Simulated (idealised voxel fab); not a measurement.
process module | voxel trench capacitor
Section shown: cut. Width: 250 nm. Cell size: 5 nm, square.
Reading order for cross-sections: top band down to bottom band. Underlying form: a grid of square cells. Band size: one or more rows of cells.
Look at the band entry: it leads with the top's height and the bottom's height in nm. Then it lists the materials left to right, with a width in nm for each. The word "edge to edge" on a single material says that material fills the band edge to edge. The word "empty" is empty space.
Zero point of the height axis is 0; under it, received wafer = one material. Lowest band: continues down indefinitely, "from 0 down".
Note: "30 to 40" means the width goes from the first number (top row of the band) to the second number (bottom row) in equal steps per row of cells.
Basically "remained the same" means that step didn't change any cell in the cross-section.
Look at "Sealed internal voids" for the closed voids: empty spaces with no open path to the top, sized 8 cells or up. Each is width x height at distance, distance from the left edge, all nm.
On each step's line, the part that comes after the settings is the simulator's own comment on the step.
overlay nm: how far to the right of its planned place the mask lay on this masked step (negative: to the left).
-- The process steps that were planned are listed below
| 1 | RECEIVE: material Si |
| 2 | CONFORMAL_DEP: material SiN, thk nm 10 |
| 3 | DIRECTIONAL_DEP: material aC, thk nm 15 |
| 4 | PATTERN: tone open, mask id TRENCH, material resist, width nm 30, pitch nm 60, thk nm 35, overlay nm 0 |
| 5 | DIRECTIONAL_ETCH: etch materials aC, depth nm 15 |
| 6 | STRIP: etch materials resist |
| 7 | DIRECTIONAL_ETCH: etch materials SiN, depth nm 10 |
| 8 | DIRECTIONAL_ETCH: etch materials Si, depth nm 25 |
| 9 | STRIP: etch materials aC |
| 10 | CONFORMAL_DEP: material Al2O3, thk nm 5 |
| 11 | CONFORMAL_DEP: material TiN, thk nm 5 |
| 12 | FILL_DEP: material W, thk nm 5 |
| 13 | CMP: height nm 10 |
-- As-received wafer cross-section (after step 1)
    from 0 down | Si edge to edge
    Sealed internal voids: none
-- End state of the module in cross-section, given the above starting point and plan and one mistake in execution
    from 10 to 0 | SiN: 80, then Al2O3: 5, then aC: 5, then W: 10, then aC: 5, then Al2O3: 5, then SiN: 30, then Al2O3: 5, then aC: 5, then W: 10, then aC: 5, then Al2O3: 5, then SiN: 80
    from 0 to -15 | Si: 80, then Al2O3: 5, then aC: 5, then W: 10, then aC: 5, then Al2O3: 5, then Si: 30, then Al2O3: 5, then aC: 5, then W: 10, then aC: 5, then Al2O3: 5, then Si: 80
    from -15 to -20 | Si: 80, then Al2O3: 5, then aC: 20, then Al2O3: 5, then Si: 30, then Al2O3: 5, then aC: 20, then Al2O3: 5, then Si: 80
    from -20 to -25 | Si: 80, then Al2O3: 30, then Si: 30, then Al2O3: 30, then Si: 80
    from -25 down | Si edge to edge
    Sealed internal voids: none
What broke from the plan during processing? step 11 did not happen as planned, as run it was CONFORMAL_DEP: material aC, thk nm 5
